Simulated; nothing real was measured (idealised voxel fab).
Process module heading - voxel self aligned contacts
Cross-section cut: width 250 nm, square cells of 5 nm.
Bands, listed from the top down, are how a cross-section gets written in this document; the cross-section itself is a grid of square cells, and a band is one or more rows of them. Top height, bottom height, nm. Materials left to right, width each, nm. Single material + "everywhere" = fills band edge to edge. "air" = empty. Height is counted from the level 0, under which the received wafer is composed throughout of one material. The lowest of the bands is not closed at the bottom but continues downward, in the notation "0 -> down". Think of "30..40" as a width that walks from the first number to the second as you go down the band, top row to bottom row, taking equal-sized steps from row to row. It should be understood that the words "no alteration", when stated for a given step, signify that the cross-section underwent no change in any of its cells during that step. "Enclosed void listing": sealed empty spaces, 8 cells or more, no open way to top, listed width x height at distance, with distance from the left edge and width, height and distance in nm. What comes after the settings on a step's line is commentary from the simulator itself on that step. overlay nm: where the mask lay relative to plan, measured to the right, on steps with a mask; negatives go left.

### Here's what the planned process steps look like
| 1 | RECEIVE (material Si) |
| 2 | OXIDIZE (depth nm 5) |
| 3 | DIRECTIONAL_DEP (material polySi; thk nm 30) |
| 4 | DIRECTIONAL_DEP (material SiN; thk nm 20) |
| 5 | PATTERN (tone cover; mask id GATE; material resist; width nm 25; pitch nm 60; thk nm 15; overlay nm 0) |
| 6 | DIRECTIONAL_ETCH (etch materials SiN; depth nm 20) |
| 7 | DIRECTIONAL_ETCH (etch materials polySi; depth nm 30) |
| 8 | STRIP (etch materials resist) |
| 9 | CONFORMAL_DEP (material SiN; thk nm 10) |
| 10 | DIRECTIONAL_ETCH (etch materials SiN; depth nm 10) |
| 11 | FILL_DEP (material SiO2; thk nm 10) |
| 12 | CMP (height nm 45) |
| 13 | DIRECTIONAL_DEP (material aC; thk nm 15) |
| 14 | PATTERN (tone open; mask id CONTACT; material resist; width nm 45; thk nm 35; overlay nm 0) |
| 15 | DIRECTIONAL_ETCH (etch materials aC; depth nm 15) |
| 16 | STRIP (etch materials resist) |
| 17 | DIRECTIONAL_ETCH (etch materials SiO2; depth nm 60) |
| 18 | STRIP (etch materials aC) |
| 19 | CONFORMAL_DEP (material TiN; thk nm 5) |
| 20 | FILL_DEP (material W; thk nm 10) |
| 21 | CMP (height nm 55) |
| 22 | CONFORMAL_DEP (material SiCN; thk nm 5) |
Same starting wafers, different height nm at step 12. Plan value belongs to the first wafer.

### Step 1 complete: as-received cross-section of the first of several wafers
  0 -> down: Si everywhere
  Enclosed void listing: none

### Table: wafers, a row each; end-of-module cell change per material since receipt, gain (+), loss (-); then closed voids
height nm 45; -50 Si; +50 SiCN; +102 SiN; +308 SiO2; +70 TiN; +60 W; +60 polySi; Enclosed void listing: none
height nm 50; -50 Si; +50 SiCN; +120 SiN; +337 SiO2; +72 TiN; +11 W; +60 polySi; Enclosed void listing: none
height nm 55; -50 Si; +50 SiCN; +120 SiN; +378 SiO2; +31 TiN; +11 W; +60 polySi; Enclosed void listing: none
height nm 60; -50 Si; +50 SiCN; +120 SiN; +381 SiO2; +29 TiN; +10 W; +60 polySi; Enclosed void listing: none
